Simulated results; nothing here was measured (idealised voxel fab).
Documented hereafter: the process module known as voxel ribs on slabs.
Section shown: cut. Width: 140 nm. Cell size: 5 nm, square.
We lay out every cross-section as a grid of square cells and spell it out in bands from the top down, where one band means one or more rows of cells. Read a band's entry like this: the first values are the height of its top and the height of its bottom in nm, and what follows is the sequence of materials from left to right, each with its width in nm. Note that "blank" is empty space, and that a single material marked "throughout" reaches across the band from edge to edge. We count height from 0. Below that, the starting wafer is all one material. The lowest band never ends at the bottom but goes on down; see "top 0, no bottom" for how that is written. Per-row width for "30->40": begins at first number (top row of band), ends at second number (bottom row), increment between rows held constant. Key: "no modifications" - step with no changed cell in the cross-section. In the "Closed void list" entry, you get each enclosed empty space of 8 cells or more, one with no open way to the top, written width x height at distance, distance from the left edge, in nm. Anything after a step's settings on that line? It's the simulator's own note about the step. What "overlay nm" on a step's line means: if the step has a mask, that mask lay this far to the right of its planned place, or, when the value is negative, to the left.

Here's what the planned process steps look like
1 RECEIVE,material Si
2 DIRECTIONAL_DEP,material SiO2,thk nm 20
3 DIRECTIONAL_DEP,material polySi,thk nm 20
4 DIRECTIONAL_DEP,material aC,thk nm 10
5 PATTERN,tone cover,mask id RIB,material resist,width nm 20,thk nm 30,overlay nm 0
6 DIRECTIONAL_ETCH,etch materials aC,depth nm 10
7 STRIP,etch materials resist
8 DIRECTIONAL_ETCH,etch materials polySi,depth nm 15
9 STRIP,etch materials aC
10 MASKED_ETCH,tone cover,mask id SLAB,width nm 50,etch materials polySi,depth nm 5,overlay nm 0
11 FILL_DEP,material SiO2,thk nm 20
12 CMP,height nm 55
13 DIRECTIONAL_DEP,material W,thk nm 10
14 MASKED_ETCH,tone cover,mask id HEATER,width nm 30,etch materials W,depth nm 10,overlay nm 0
15 CONFORMAL_DEP,material SiN,thk nm 5

Here's what the wafer looked like in cross-section when it arrived - that's after step 1
- top 0, no bottom: Si throughout
- Closed void list: none

Result of the module, cross-sectioned: start per above, plan per above, one error in how it was run
- top 70, bottom 65: 50 of blank / 40 of SiN / 50 of blank
- top 65, bottom 60: 50 of blank / 5 of SiN / 30 of W / 5 of SiN / 50 of blank
- top 60, bottom 55: 55 of SiN / 30 of W / 55 of SiN
- top 55, bottom 45: 60 of SiO2 / 20 of polySi / 60 of SiO2
- top 45, bottom 40: 45 of SiO2 / 50 of polySi / 45 of SiO2
- top 40, bottom 20: polySi throughout
- top 20, bottom 0: SiO2 throughout
- top 0, no bottom: Si throughout
- Closed void list: none
Plan not followed: execution of plan step 3 occurred twice
